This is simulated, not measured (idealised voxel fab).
This is a process module. Its name is voxel wiring stack.
For reference, the cross-section in this document is cut, with width 145 nm and square cells of 5 nm.
In this document a cross-section is written as a grid of square cells. It is given as a series of bands, listed from the top down, and a band is one or more rows of cells.
In this notation a band is specified by the heights of its top and bottom, in that order and in nm, after which its materials appear from left to right, each paired with its width in nm. The word "everywhere" attached to a single material means that material fills the band from edge to edge; the word "blank" stands for empty space.
Below 0: as-received wafer, all one material; heights counted from there. Lowest band: no bottom, goes on down, written "from 0 down".
Quick explanation for "30 to 40": the width changes in equal steps down the rows of cells, from the first number in the band's top row to the second number in its bottom row.
You'll sometimes find "no alteration" written for a step, and that's the way of saying that nowhere in the cross-section did a cell change during that step.
In the "Sealed cavities" entry, you get each enclosed empty space of 8 cells or more, one with no open way to the top, written width x height at distance, distance from the left edge, in nm.
Formally, on a step line, whatever follows the settings is a remark that the simulator itself makes on the step.
The "overlay nm" setting may appear on a step's line; for a step that uses a mask, it gives how far to the right of its planned position the mask lay, and a negative value indicates the left.
List of planned process steps:
| 1 | op RECEIVE | material Si |
| 2 | op CONFORMAL_DEP | material SiO2 | thk nm 10 |
| 3 | op DIRECTIONAL_DEP | material TiN | thk nm 5 |
| 4 | op DIRECTIONAL_DEP | material Ru | thk nm 20 |
| 5 | op PATTERN | tone cover | mask id METAL_1 | material resist | width nm 30 | pitch nm 55 | thk nm 20 | overlay nm 0 |
| 6 | op DIRECTIONAL_ETCH | etch materials Ru | depth nm 20 |
| 7 | op DIRECTIONAL_ETCH | etch materials TiN | depth nm 5 |
| 8 | op STRIP | etch materials resist |
| 9 | op CONFORMAL_DEP | material SiCN | thk nm 5 |
| 10 | op FILL_DEP | material SiO2 | thk nm 10 |
| 11 | op CMP | height nm 35 |
| 12 | op CONFORMAL_DEP | material SiCN | thk nm 5 |
| 13 | op DIRECTIONAL_DEP | material SiO2 | thk nm 10 |
| 14 | op MASKED_ETCH | tone open | mask id PLUG_1 | width nm 15 | etch materials SiO2 | depth nm 10 | overlay nm 0 |
| 15 | op MASKED_ETCH | tone open | mask id PLUG_1 | width nm 15 | etch materials SiCN | depth nm 5 | overlay nm 0 |
| 16 | op CONFORMAL_DEP | material TiN | thk nm 5 |
| 17 | op FILL_DEP | material W | thk nm 10 |
| 18 | op CMP | height nm 50 |
| 19 | op CONFORMAL_DEP | material SiCN | thk nm 5 |
| 20 | op DIRECTIONAL_DEP | material lowk | thk nm 20 |
| 21 | op DIRECTIONAL_DEP | material aC | thk nm 10 |
| 22 | op PATTERN | tone open | mask id METAL_2 | material resist | width nm 30 | pitch nm 55 | thk nm 30 | overlay nm 0 |
| 23 | op DIRECTIONAL_ETCH | etch materials aC | depth nm 10 |
| 24 | op STRIP | etch materials resist |
| 25 | op DIRECTIONAL_ETCH | etch materials lowk | depth nm 20 |
| 26 | op DIRECTIONAL_ETCH | etch materials SiCN | depth nm 5 |
| 27 | op STRIP | etch materials aC |
| 28 | op CONFORMAL_DEP | material TiN | thk nm 5 |
| 29 | op FILL_DEP | material Cu | thk nm 5 |
| 30 | op CMP | height nm 75 |
| 31 | op CONFORMAL_DEP | material SiCN | thk nm 5 |
| 32 | op DIRECTIONAL_DEP | material SiO2 | thk nm 20 |
| 33 | op DIRECTIONAL_DEP | material aC | thk nm 10 |
| 34 | op PATTERN | tone open | mask id PLUG_2 | material resist | width nm 15 | pitch nm 55 | thk nm 30 | overlay nm -15 |
| 35 | op DIRECTIONAL_ETCH | etch materials aC | depth nm 10 |
| 36 | op STRIP | etch materials resist |
| 37 | op DIRECTIONAL_ETCH | etch materials SiO2 | depth nm 20 |
| 38 | op DIRECTIONAL_ETCH | etch materials SiCN | depth nm 5 |
| 39 | op STRIP | etch materials aC |
| 40 | op CONFORMAL_DEP | material TiN | thk nm 5 |
| 41 | op FILL_DEP | material W | thk nm 10 |
| 42 | op CMP | height nm 100 |
| 43 | op DIRECTIONAL_DEP | material TiN | thk nm 5 |
| 44 | op DIRECTIONAL_DEP | material Ru | thk nm 25 |
| 45 | op MASKED_ETCH | tone cover | mask id METAL_3 | width nm 30 | pitch nm 55 | etch materials Ru | depth nm 25 | overlay nm 0 |
| 46 | op MASKED_ETCH | tone cover | mask id METAL_3 | width nm 30 | pitch nm 55 | etch materials TiN | depth nm 5 | overlay nm 0 |
| 47 | op FILL_DEP | material SiO2 | thk nm 10 |
| 48 | op CMP | height nm 130 |
| 49 | op CONFORMAL_DEP | material SiN | thk nm 5 |
All wafers enter the flow in the same state. The overlay nm at step 34 differs from wafer to wafer, and the plan gives the value for the first wafer.
First wafer as received, after step 1:
* from 0 down | Si everywhere
* Sealed cavities: none
Here is how to read the rows: every wafer has a row, and it shows the wafer at the end of the module, giving for each material how many cells were gained (+) or lost (-) since the wafer was received, then listing its closed voids:
overlay nm -15; +32 Cu; +108 Ru; +99 SiCN; +29 SiN; +356 SiO2; +81 TiN; +10 W; +68 lowk; Sealed cavities: none
overlay nm -10; +32 Cu; +108 Ru; +99 SiCN; +29 SiN; +356 SiO2; +81 TiN; +10 W; +68 lowk; Sealed cavities: none
overlay nm -5; +32 Cu; +108 Ru; +99 SiCN; +29 SiN; +356 SiO2; +81 TiN; +10 W; +68 lowk; Sealed cavities: none
overlay nm 0; +32 Cu; +108 Ru; +99 SiCN; +29 SiN; +356 SiO2; +81 TiN; +10 W; +68 lowk; Sealed cavities: none
overlay nm 5; +32 Cu; +108 Ru; +99 SiCN; +29 SiN; +356 SiO2; +81 TiN; +10 W; +68 lowk; Sealed cavities: none
overlay nm 10; +32 Cu; +108 Ru; +99 SiCN; +29 SiN; +356 SiO2; +81 TiN; +10 W; +68 lowk; Sealed cavities: none
overlay nm 15; +32 Cu; +108 Ru; +99 SiCN; +29 SiN; +356 SiO2; +81 TiN; +10 W; +68 lowk; Sealed cavities: none
